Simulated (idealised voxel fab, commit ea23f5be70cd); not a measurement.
The following process module bears the name voxel transistor to metal.
The figure presents cross-section cut, which has a width of 185 nm and is divided into square cells with an edge length of 5 nm.
A cross-section is a grid of square cells, given in bands from the top down. A band is one or more rows of cells.
The band entry comprises the height of the band's top followed by the height of its bottom, expressed in nm, and subsequently the band's materials from left to right, each stated together with its width in nm. Where a single material is marked with the word "everywhere", that material fills the band from edge to edge. The word "empty" represents empty space.
Measure heights from 0. That's the level where, below it, the as-received wafer is all one material. The lowest band is bottomless and extends downward; write it as in "0 and below".
A two-number width, for instance "30 to 40", indicates that the width is equal to the first number in the top row of the band and to the second number in the bottom row, and that it changes by a constant amount per row of cells.
Basically "all unchanged" means that step didn't change any cell in the cross-section.
"Enclosed void inventory" enumerates empty spaces isolated from the top, with no open way to it, that contain at least 8 cells, giving each as width x height at distance from the left edge, all three in nm.
after a step's settings: what the simulator itself notes on the step
overlay nm: right-of-plan distance of the mask on a masked step; negative values mean left-of-plan.
The planned process steps are enumerated hereunder:
1. RECEIVE: material Si
2. CONFORMAL_DEP: material SiO2, thk nm 5
3. CONFORMAL_DEP: material SiN, thk nm 10
4. DIRECTIONAL_DEP: material aC, thk nm 10
5. PATTERN: tone cover, mask id ACTIVE, material resist, width nm 125, thk nm 30, overlay nm 0
6. DIRECTIONAL_ETCH: etch materials aC, depth nm 10
7. STRIP: etch materials resist
8. DIRECTIONAL_ETCH: etch materials SiN, depth nm 10
9. DIRECTIONAL_ETCH: etch materials SiO2, depth nm 5
10. DIRECTIONAL_ETCH: etch materials Si, depth nm 20
11. STRIP: etch materials aC
12. FILL_DEP: material SiO2, thk nm 10
13. CMP: height nm 15
14. SELECTIVE_ETCH: etch materials SiO2, depth nm 5
15. STRIP: etch materials SiN
16. SELECTIVE_ETCH: etch materials SiO2, depth nm 5
17. OXIDIZE: depth nm 5
18. DIRECTIONAL_DEP: material polySi, thk nm 30
19. DIRECTIONAL_DEP: material SiCN, thk nm 10
20. MASKED_ETCH: tone cover, mask id GATE, width nm 25, etch materials SiCN, depth nm 20, overlay nm 0
21. MASKED_ETCH: tone cover, mask id GATE, width nm 35, etch materials polySi, depth nm 40, overlay nm 0
22. CONFORMAL_DEP: material SiN, thk nm 10
23. DIRECTIONAL_ETCH: etch materials SiN, depth nm 10
24. DIRECTIONAL_ETCH: etch materials SiO2, depth nm 5
25. DIRECTIONAL_ETCH: etch materials Si, depth nm 5
26. EPI: material SiGe, thk nm 5
27. FILL_DEP: material SiO2, thk nm 5
28. CMP: height nm 30
29. STRIP: etch materials polySi
30. SELECTIVE_ETCH: etch materials SiO2, depth nm 5
31. CONFORMAL_DEP: material HfO2, thk nm 5
32. CONFORMAL_DEP: material TiN, thk nm 5
33. FILL_DEP: material W, thk nm 5
34. CMP: height nm 25
35. DIRECTIONAL_DEP: material SiO2, thk nm 15
36. MASKED_ETCH: tone open, mask id CONTACT, width nm 20, pitch nm 95, etch materials SiO2, depth nm 45, overlay nm 0
37. CONFORMAL_DEP: material TiN, thk nm 5
38. FILL_DEP: material Ru, thk nm 5
39. CMP: height nm 40
40. CONFORMAL_DEP: material SiN, thk nm 5
41. DIRECTIONAL_DEP: material SiO2, thk nm 15
42. PATTERN: tone open, mask id METAL_1, material resist, width nm 20, pitch nm 95, thk nm 15, overlay nm 0
43. DIRECTIONAL_ETCH: etch materials SiO2, depth nm 15
44. DIRECTIONAL_ETCH: etch materials SiN, depth nm 5
45. STRIP: etch materials resist
46. CONFORMAL_DEP: material TiN, thk nm 5
47. FILL_DEP: material Cu, thk nm 10
48. CMP: height nm 60
49. CONFORMAL_DEP: material SiN, thk nm 5
The plan shows the width nm of step 20 as the first wafer had it; this setting differs between the wafers, which start out alike.
First of several wafers, received after step 1, in cross-section:
* 0 and below: Si everywhere
* Enclosed void inventory: none
each wafer at the end: cells of each material gained (+) or lost (-) since it was received, then its closed voids:
width nm 25; +12 Cu; +19 HfO2; +30 Ru; -85 Si; +16 SiGe; +90 SiN; +314 SiO2; +73 TiN; +12 W; Enclosed void inventory: none
width nm 30; +12 Cu; +19 HfO2; +30 Ru; -85 Si; +16 SiGe; +90 SiN; +314 SiO2; +73 TiN; +12 W; Enclosed void inventory: none
width nm 35; +12 Cu; +19 HfO2; +30 Ru; -85 Si; +16 SiGe; +90 SiN; +314 SiO2; +73 TiN; +12 W; Enclosed void inventory: none
width nm 40; +12 Cu; +20 HfO2; +30 Ru; -84 Si; +15 SiGe; +90 SiN; +308 SiO2; +74 TiN; +16 W; Enclosed void inventory: none
width nm 45; +12 Cu; +21 HfO2; +30 Ru; -83 Si; +14 SiGe; +90 SiN; +302 SiO2; +75 TiN; +20 W; Enclosed void inventory: none
width nm 50; +12 Cu; +22 HfO2; +29 Ru; -82 Si; +13 SiGe; +90 SiN; +297 SiO2; +76 TiN; +24 W; Enclosed void inventory: none
